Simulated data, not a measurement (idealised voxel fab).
Proc. module: voxel air gaps
We display cut, a cross-section 295 nm in width whose square cells are each 5 nm.
Throughout this document, each cross-section is represented as a grid of square cells and is presented as a sequence of bands enumerated from the top downward, where a band comprises one or more rows of cells. A band entry consists of two parts. The first gives the height of the band's top and the height of its bottom, in nm. The rest lists the band's materials from left to right, each with its width in nm. A single material labelled with the word "edge to edge" fills the band from edge to edge, and the word "blank" marks empty space. It should be noted that heights are counted from 0, beneath which the wafer as supplied is of one material throughout, and that the lowest band possesses no lower boundary but continues downward, as written in "z 0 and below". Per-row width for "30..40": begins at first number (top row of band), ends at second number (bottom row), increment between rows held constant. A step reported as "no alteration" is a step in which no cell of the cross-section changed. Look at "Enclosed void list" for the closed voids: empty spaces with no open path to the top, sized 8 cells or up. Each is width x height at distance, distance from the left edge, all nm. It should be noted that, on the line of a given step, the content following the step's settings is a remark produced by the simulator itself with respect to that step. A step's line can hold "overlay nm"; with a mask on that step, the setting says how far right of the planned place the mask lay, while a negative setting says it lay to the left.

**This section lists the process steps that were planned**
- 1: op RECEIVE | material Si
- 2: op CONFORMAL_DEP | material SiO2 | thk nm 15
- 3: op CONFORMAL_DEP | material SiCN | thk nm 5
- 4: op DIRECTIONAL_DEP | material lowk | thk nm 40
- 5: op MASKED_ETCH | tone open | mask id LINES | width nm 20 | pitch nm 50 | etch materials lowk | depth nm 40 | overlay nm 0
- 6: op CONFORMAL_DEP | material TiN | thk nm 5
- 7: op FILL_DEP | material W | thk nm 5
- 8: op CMP | height nm 60
- 9: op EPI | material Ru | thk nm 10
- 10: op SELECTIVE_ETCH | etch materials lowk | depth nm 50
- 11: op CONFORMAL_DEP | material SiCN | thk nm 5

**Wafer as received: cross-section following step 1**
> z 0 and below: Si edge to edge
> Enclosed void list: none

**Cross-section: first of two wafers, module finished, run according to plan**
> z 75 to 70: blank (45) | SiCN (200) | blank (50)
> z 70 to 60: blank (45) | SiCN (5) | Ru (40) | SiCN (10) | Ru (40) | SiCN (10) | Ru (40) | SiCN (10) | Ru (40) | SiCN (5) | blank (50)
> z 60 to 55: blank (45) | SiCN (15) | TiN (5) | W (10) | TiN (5) | SiCN (30) | TiN (5) | W (10) | TiN (5) | SiCN (30) | TiN (5) | W (10) | TiN (5) | SiCN (30) | TiN (5) | W (10) | TiN (5) | SiCN (15) | blank (50)
> z 55 to 25: blank (55) | SiCN (5) | TiN (5) | W (10) | TiN (5) | SiCN (5) | blank (20) | SiCN (5) | TiN (5) | W (10) | TiN (5) | SiCN (5) | blank (20) | SiCN (5) | TiN (5) | W (10) | TiN (5) | SiCN (5) | blank (20) | SiCN (5) | TiN (5) | W (10) | TiN (5) | SiCN (5) | blank (60)
> z 25 to 20: SiCN (60) | TiN (20) | SiCN (30) | TiN (20) | SiCN (30) | TiN (20) | SiCN (30) | TiN (20) | SiCN (65)
> z 20 to 15: SiCN edge to edge
> z 15 to 0: SiO2 edge to edge
> z 0 and below: Si edge to edge
> Enclosed void list: 20 x 30 at 85; 20 x 30 at 135; 20 x 30 at 185

**Wafer two cross-section, module end. Start and plan unchanged from wafer one; one mistake made during the run**
> z 70 to 60: blank (50) | Ru (40) | blank (10) | Ru (40) | blank (10) | Ru (40) | blank (10) | Ru (40) | blank (55)
> z 60 to 25: blank (60) | TiN (5) | W (10) | TiN (5) | blank (30) | TiN (5) | W (10) | TiN (5) | blank (30) | TiN (5) | W (10) | TiN (5) | blank (30) | TiN (5) | W (10) | TiN (5) | blank (65)
> z 25 to 20: blank (60) | TiN (20) | blank (30) | TiN (20) | blank (30) | TiN (20) | blank (30) | TiN (20) | blank (65)
> z 20 to 15: SiCN edge to edge
> z 15 to 0: SiO2 edge to edge
> z 0 and below: Si edge to edge
> Enclosed void list: none
Which mistake was made when the wafer was run? the run left out plan step 11 entirely, so it was never executed
Count the cells at the end and the second wafer has more or fewer of some materials than the first: SiCN: 171 fewer
End state: 3 closed voids on the first wafer, 0 on the second.
